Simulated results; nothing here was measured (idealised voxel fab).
A process module follows: voxel self aligned vias.
Shown is cross-section cut, with a width of 280 nm and square cells of size 5 nm.
Cross-section, as written here: a square-cell grid given band by band from the top down, where a band holds one or more rows of cells. What a band's entry tells you: where the top is and where the bottom is, as heights in nm, and after that what lies inside, material by material from left to right, each with its width in nm. Empty space is written as the word "air", and a single material marked with the word "throughout" occupies the band from edge to edge. Heights are measured from 0, the level below which the as-received wafer is all one material; the lowest band has no bottom and continues downward, written as in "0 down". Quick explanation for "30..40": the width changes in equal steps down the rows of cells, from the first number in the band's top row to the second number in its bottom row. Key: "no alteration" - step with no changed cell in the cross-section. Under "Enclosed void inventory" you'll find the enclosed gaps, the ones with no way out to the top, that are 8 cells or bigger; each reads width x height at distance, with distance counted from the left edge, everything in nm. Where a step's line continues beyond its settings, the continuation is a remark by the simulator itself on that step. overlay nm: how far to the right of its planned place the mask lay on this masked step (negative: to the left).
Steps in the process plan:
| 1 | RECEIVE, material Si |
| 2 | CONFORMAL_DEP, material SiO2, thk nm 10 |
| 3 | CONFORMAL_DEP, material SiCN, thk nm 5 |
| 4 | DIRECTIONAL_DEP, material lowk, thk nm 20 |
| 5 | DIRECTIONAL_DEP, material aC, thk nm 10 |
| 6 | PATTERN, tone open, mask id LINES, material resist, width nm 30, pitch nm 65, thk nm 30, overlay nm 0 |
| 7 | DIRECTIONAL_ETCH, etch materials aC, depth nm 10 |
| 8 | STRIP, etch materials resist |
| 9 | DIRECTIONAL_ETCH, etch materials lowk, depth nm 20 |
| 10 | STRIP, etch materials aC |
| 11 | CONFORMAL_DEP, material TiN, thk nm 5 |
| 12 | FILL_DEP, material W, thk nm 10 |
| 13 | CMP, height nm 35 |
| 14 | SELECTIVE_ETCH, etch materials W Ru TiN, depth nm 5 |
| 15 | FILL_DEP, material SiN, thk nm 5 |
| 16 | CMP, height nm 35 |
| 17 | DIRECTIONAL_DEP, material lowk, thk nm 20 |
| 18 | PATTERN, tone open, mask id VIAS, material resist, width nm 40, thk nm 20, overlay nm 0 |
| 19 | DIRECTIONAL_ETCH, etch materials lowk, depth nm 20 |
| 20 | DIRECTIONAL_ETCH, etch materials SiN, depth nm 5 |
| 21 | STRIP, etch materials resist |
| 22 | CONFORMAL_DEP, material TiN, thk nm 5 |
| 23 | FILL_DEP, material Cu, thk nm 5 |
| 24 | CMP, height nm 55 |
| 25 | CONFORMAL_DEP, material SiN, thk nm 5 |
The first of a set of two wafers, run to plan:
Wafer cross-section on receipt, i.e. after step 1:
> 0 down: Si throughout
> Enclosed void inventory: none
Take a look at the wafer's cross-section after step 2:
> 10 to 0: SiO2 throughout
> Below a height of 0, the structure has not been altered.
Take a look at the wafer's cross-section after step 3:
> 15 to 10: SiCN throughout
> Below a height of 10, the structure has not been altered.
Take a look at the wafer's cross-section after step 4:
> 35 to 15: lowk throughout
> Below a height of 15, the structure has not been altered.
Take a look at the wafer's cross-section after step 5:
> 45 to 35: aC throughout
> Below a height of 35, the structure has not been altered.
Take a look at the wafer's cross-section after step 6:
> 75 to 45: resist (90) / air (30) / resist (35) / air (30) / resist (95)
> Below a height of 45, the structure has not been altered.
Take a look at the wafer's cross-section after step 7:
> 65 to 45: resist (90) / air (30) / resist (35) / air (30) / resist (95)
> 45 to 35: aC (90) / air (30) / aC (35) / air (30) / aC (95)
> Below a height of 35, the structure has not been altered.
Take a look at the wafer's cross-section after step 8:
> 45 to 35: aC (90) / air (30) / aC (35) / air (30) / aC (95)
> Below a height of 35, the structure has not been altered.
Take a look at the wafer's cross-section after step 9:
> 45 to 35: aC (90) / air (30) / aC (35) / air (30) / aC (95)
> 35 to 15: lowk (90) / air (30) / lowk (35) / air (30) / lowk (95)
> Below a height of 15, the structure has not been altered.
Take a look at the wafer's cross-section after step 10:
> 35 to 15: lowk (90) / air (30) / lowk (35) / air (30) / lowk (95)
> Below a height of 15, the structure has not been altered.
Take a look at the wafer's cross-section after step 11:
> 40 to 35: TiN (95) / air (20) / TiN (45) / air (20) / TiN (100)
> 35 to 20: lowk (90) / TiN (5) / air (20) / TiN (5) / lowk (35) / TiN (5) / air (20) / TiN (5) / lowk (95)
> 20 to 15: lowk (90) / TiN (30) / lowk (35) / TiN (30) / lowk (95)
> Below a height of 15, the structure has not been altered.
Take a look at the wafer's cross-section after step 12:
> 50 to 40: W throughout
> 40 to 35: TiN (95) / W (20) / TiN (45) / W (20) / TiN (100)
> 35 to 20: lowk (90) / TiN (5) / W (20) / TiN (5) / lowk (35) / TiN (5) / W (20) / TiN (5) / lowk (95)
> Below a height of 20, the structure has not been altered.
Take a look at the wafer's cross-section after step 13:
> 35 to 20: lowk (90) / TiN (5) / W (20) / TiN (5) / lowk (35) / TiN (5) / W (20) / TiN (5) / lowk (95)
> Below a height of 20, the structure has not been altered.
Take a look at the wafer's cross-section after step 14:
> 35 to 30: lowk (90) / air (30) / lowk (35) / air (30) / lowk (95)
> Below a height of 30, the structure has not been altered.
Take a look at the wafer's cross-section after step 15:
> 40 to 35: SiN throughout
> 35 to 30: lowk (90) / SiN (30) / lowk (35) / SiN (30) / lowk (95)
> Below a height of 30, the structure has not been altered.
Take a look at the wafer's cross-section after step 16:
> 35 to 30: lowk (90) / SiN (30) / lowk (35) / SiN (30) / lowk (95)
> Below a height of 30, the structure has not been altered.
Take a look at the wafer's cross-section after step 17:
> 55 to 35: lowk throughout
> Below a height of 35, the structure has not been altered.
Take a look at the wafer's cross-section after step 18:
> 75 to 55: resist (85) / air (40) / resist (155)
> Below a height of 55, the structure has not been altered.
Take a look at the wafer's cross-section after step 19:
> 75 to 55: resist (85) / air (40) / resist (155)
> 55 to 35: lowk (85) / air (40) / lowk (155)
> Below a height of 35, the structure has not been altered.
Take a look at the wafer's cross-section after step 20:
> 75 to 55: resist (85) / air (40) / resist (155)
> 55 to 35: lowk (85) / air (40) / lowk (155)
> 35 to 30: lowk (90) / air (30) / lowk (35) / SiN (30) / lowk (95)
> Below a height of 30, the structure has not been altered.
Take a look at the wafer's cross-section after step 21:
> 55 to 35: lowk (85) / air (40) / lowk (155)
> Below a height of 35, the structure has not been altered.
Take a look at the wafer's cross-section after step 22:
> 60 to 55: TiN (90) / air (30) / TiN (160)
> 55 to 40: lowk (85) / TiN (5) / air (30) / TiN (5) / lowk (155)
> 40 to 35: lowk (85) / TiN (10) / air (20) / TiN (10) / lowk (155)
> 35 to 30: lowk (90) / TiN (30) / lowk (35) / SiN (30) / lowk (95)
> Below a height of 30, the structure has not been altered.
Take a look at the wafer's cross-section after step 23:
> 65 to 60: Cu throughout
> 60 to 55: TiN (90) / Cu (30) / TiN (160)
> 55 to 40: lowk (85) / TiN (5) / Cu (30) / TiN (5) / lowk (155)
> 40 to 35: lowk (85) / TiN (10) / Cu (20) / TiN (10) / lowk (155)
> Below a height of 35, the structure has not been altered.
Take a look at the wafer's cross-section after step 24:
> 55 to 40: lowk (85) / TiN (5) / Cu (30) / TiN (5) / lowk (155)
> Below a height of 40, the structure has not been altered.
Take a look at the wafer's cross-section after step 25:
> 60 to 55: SiN throughout
> Below a height of 55, the structure has not been altered.
Second wafer, same starting state and plan as the first, one mistake in the run, identical through step 1:
X-section, second wafer, when step 2 was due to finish:
> 5 to 0: SiCN throughout
> Below a height of 0, the structure has not been altered.
X-section, second wafer, when step 3 was due to finish:
> 15 to 5: SiO2 throughout
> Below a height of 5, the structure has not been altered.
X-section, second wafer, when step 4 was due to finish:
> 35 to 15: lowk throughout
> Below a height of 15, the structure has not been altered.
X-section, second wafer, when step 5 was due to finish:
> 45 to 35: aC throughout
> Below a height of 35, the structure has not been altered.
X-section, second wafer, when step 6 was due to finish:
> 75 to 45: resist (90) / air (30) / resist (35) / air (30) / resist (95)
> Below a height of 45, the structure has not been altered.
X-section, second wafer, when step 7 was due to finish:
> 65 to 45: resist (90) / air (30) / resist (35) / air (30) / resist (95)
> 45 to 35: aC (90) / air (30) / aC (35) / air (30) / aC (95)
> Below a height of 35, the structure has not been altered.
X-section, second wafer, when step 8 was due to finish:
> 45 to 35: aC (90) / air (30) / aC (35) / air (30) / aC (95)
> Below a height of 35, the structure has not been altered.
X-section, second wafer, when step 9 was due to finish:
> 45 to 35: aC (90) / air (30) / aC (35) / air (30) / aC (95)
> 35 to 15: lowk (90) / air (30) / lowk (35) / air (30) / lowk (95)
> Below a height of 15, the structure has not been altered.
X-section, second wafer, when step 10 was due to finish:
> 35 to 15: lowk (90) / air (30) / lowk (35) / air (30) / lowk (95)
> Below a height of 15, the structure has not been altered.
X-section, second wafer, when step 11 was due to finish:
> 40 to 35: TiN (95) / air (20) / TiN (45) / air (20) / TiN (100)
> 35 to 20: lowk (90) / TiN (5) / air (20) / TiN (5) / lowk (35) / TiN (5) / air (20) / TiN (5) / lowk (95)
> 20 to 15: lowk (90) / TiN (30) / lowk (35) / TiN (30) / lowk (95)
> Below a height of 15, the structure has not been altered.
X-section, second wafer, when step 12 was due to finish:
> 50 to 40: W throughout
> 40 to 35: TiN (95) / W (20) / TiN (45) / W (20) / TiN (100)
> 35 to 20: lowk (90) / TiN (5) / W (20) / TiN (5) / lowk (35) / TiN (5) / W (20) / TiN (5) / lowk (95)
> Below a height of 20, the structure has not been altered.
X-section, second wafer, when step 13 was due to finish:
> 35 to 20: lowk (90) / TiN (5) / W (20) / TiN (5) / lowk (35) / TiN (5) / W (20) / TiN (5) / lowk (95)
> Below a height of 20, the structure has not been altered.
X-section, second wafer, when step 14 was due to finish:
> 35 to 30: lowk (90) / air (30) / lowk (35) / air (30) / lowk (95)
> Below a height of 30, the structure has not been altered.
X-section, second wafer, when step 15 was due to finish:
> 40 to 35: SiN throughout
> 35 to 30: lowk (90) / SiN (30) / lowk (35) / SiN (30) / lowk (95)
> Below a height of 30, the structure has not been altered.
X-section, second wafer, when step 16 was due to finish:
> 35 to 30: lowk (90) / SiN (30) / lowk (35) / SiN (30) / lowk (95)
> Below a height of 30, the structure has not been altered.
X-section, second wafer, when step 17 was due to finish:
> 55 to 35: lowk throughout
> Below a height of 35, the structure has not been altered.
X-section, second wafer, when step 18 was due to finish:
> 75 to 55: resist (85) / air (40) / resist (155)
> Below a height of 55, the structure has not been altered.
X-section, second wafer, when step 19 was due to finish:
> 75 to 55: resist (85) / air (40) / resist (155)
> 55 to 35: lowk (85) / air (40) / lowk (155)
> Below a height of 35, the structure has not been altered.
X-section, second wafer, when step 20 was due to finish:
> 75 to 55: resist (85) / air (40) / resist (155)
> 55 to 35: lowk (85) / air (40) / lowk (155)
> 35 to 30: lowk (90) / air (30) / lowk (35) / SiN (30) / lowk (95)
> Below a height of 30, the structure has not been altered.
X-section, second wafer, when step 21 was due to finish:
> 55 to 35: lowk (85) / air (40) / lowk (155)
> Below a height of 35, the structure has not been altered.
X-section, second wafer, when step 22 was due to finish:
> 60 to 55: TiN (90) / air (30) / TiN (160)
> 55 to 40: lowk (85) / TiN (5) / air (30) / TiN (5) / lowk (155)
> 40 to 35: lowk (85) / TiN (10) / air (20) / TiN (10) / lowk (155)
> 35 to 30: lowk (90) / TiN (30) / lowk (35) / SiN (30) / lowk (95)
> Below a height of 30, the structure has not been altered.
X-section, second wafer, when step 23 was due to finish:
> 65 to 60: Cu throughout
> 60 to 55: TiN (90) / Cu (30) / TiN (160)
> 55 to 40: lowk (85) / TiN (5) / Cu (30) / TiN (5) / lowk (155)
> 40 to 35: lowk (85) / TiN (10) / Cu (20) / TiN (10) / lowk (155)
> Below a height of 35, the structure has not been altered.
X-section, second wafer, when step 24 was due to finish:
> 55 to 40: lowk (85) / TiN (5) / Cu (30) / TiN (5) / lowk (155)
> Below a height of 40, the structure has not been altered.
X-section, second wafer, when step 25 was due to finish:
> 60 to 55: SiN throughout
> Below a height of 55, the structure has not been altered.
What broke from the plan during processing? note: step 2 <-> step 3, run order reversed vs plan
If you tally the cells, the second wafer ends up with the same amount of every material as the first; it's all just sitting in different places.
